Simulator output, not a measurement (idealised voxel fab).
Documented hereafter: the process module known as voxel quadruple lines.
Pictured: cross-section cut, 215 nm wide, on a grid of 5 nm square cells.
The cross-sections in this document take the form of a grid made of square cells. They are written out as bands, in order from top to bottom. Each band consists of one or more rows of cells. What a band's entry tells you: where the top is and where the bottom is, as heights in nm, and after that what lies inside, material by material from left to right, each with its width in nm. Empty space is written as the word "empty", and a single material marked with the word "throughout" occupies the band from edge to edge. For the purposes of this specification, 0 denotes the height below which the wafer in its as-received condition is composed wholly of one material, and the lowermost band, lacking a lower limit, extends downward without end, as expressed in "0..down". When a width is written as two numbers, as in "30 to 40", the first number is the width in the top row of cells of the band and the second is the width in its bottom row, and the width changes by the same amount from each row to the next. "nothing altered" -> step changed no cross-section cell. Basically, "Listed closed voids" tells you about the enclosed voids: empty spaces with no open way to the top, 8 cells or bigger, each written width x height at distance, where distance is from the left edge, all in nm. On each step's line, the part that comes after the settings is the simulator's own comment on the step. Regarding "overlay nm": on a step with a mask, it is the distance the mask lay to the right of its planned place; a negative value places it to the left.

Planned step list for the process:
1. RECEIVE [material Si]
2. CONFORMAL_DEP [material Al2O3] [thk nm 5]
3. DIRECTIONAL_DEP [material W] [thk nm 15]
4. DIRECTIONAL_DEP [material polySi] [thk nm 20]
5. DIRECTIONAL_DEP [material aC] [thk nm 20]
6. PATTERN [tone cover] [mask id MANDREL] [material resist] [width nm 25] [thk nm 25] [overlay nm 0]
7. DIRECTIONAL_ETCH [etch materials aC] [depth nm 20]
8. STRIP [etch materials resist]
9. CONFORMAL_DEP [material SiO2] [thk nm 15]
10. DIRECTIONAL_ETCH [etch materials SiO2] [depth nm 15]
11. STRIP [etch materials aC]
12. DIRECTIONAL_ETCH [etch materials polySi] [depth nm 20]
13. STRIP [etch materials SiO2]
14. CONFORMAL_DEP [material SiCN] [thk nm 5]
15. DIRECTIONAL_ETCH [etch materials SiCN] [depth nm 5]
16. STRIP [etch materials polySi]
17. DIRECTIONAL_ETCH [etch materials W] [depth nm 15]
18. STRIP [etch materials SiCN]
19. FILL_DEP [material SiO2] [thk nm 5]
20. CMP [height nm 25]
The thk nm used in step 2 is not the same on every wafer, whereas the starting condition is; the value printed in the plan is the first wafer's.

The first of several wafers in cross-section, exactly as it reached us after step 1:
    0..down  Si throughout
    Listed closed voids: none

Where each wafer stands at the end of the module, a row apiece: cells of each material gained (+) or lost (-) since it was received, then closed voids:
thk nm 5 | +43 Al2O3 | +160 SiO2 | +12 W | Listed closed voids: none
thk nm 10 | +86 Al2O3 | +117 SiO2 | +12 W | Listed closed voids: none
thk nm 15 | +129 Al2O3 | +78 SiO2 | +8 W | Listed closed voids: none
thk nm 20 | +172 Al2O3 | +39 SiO2 | +4 W | Listed closed voids: none
thk nm 25 | +215 Al2O3 | Listed closed voids: none
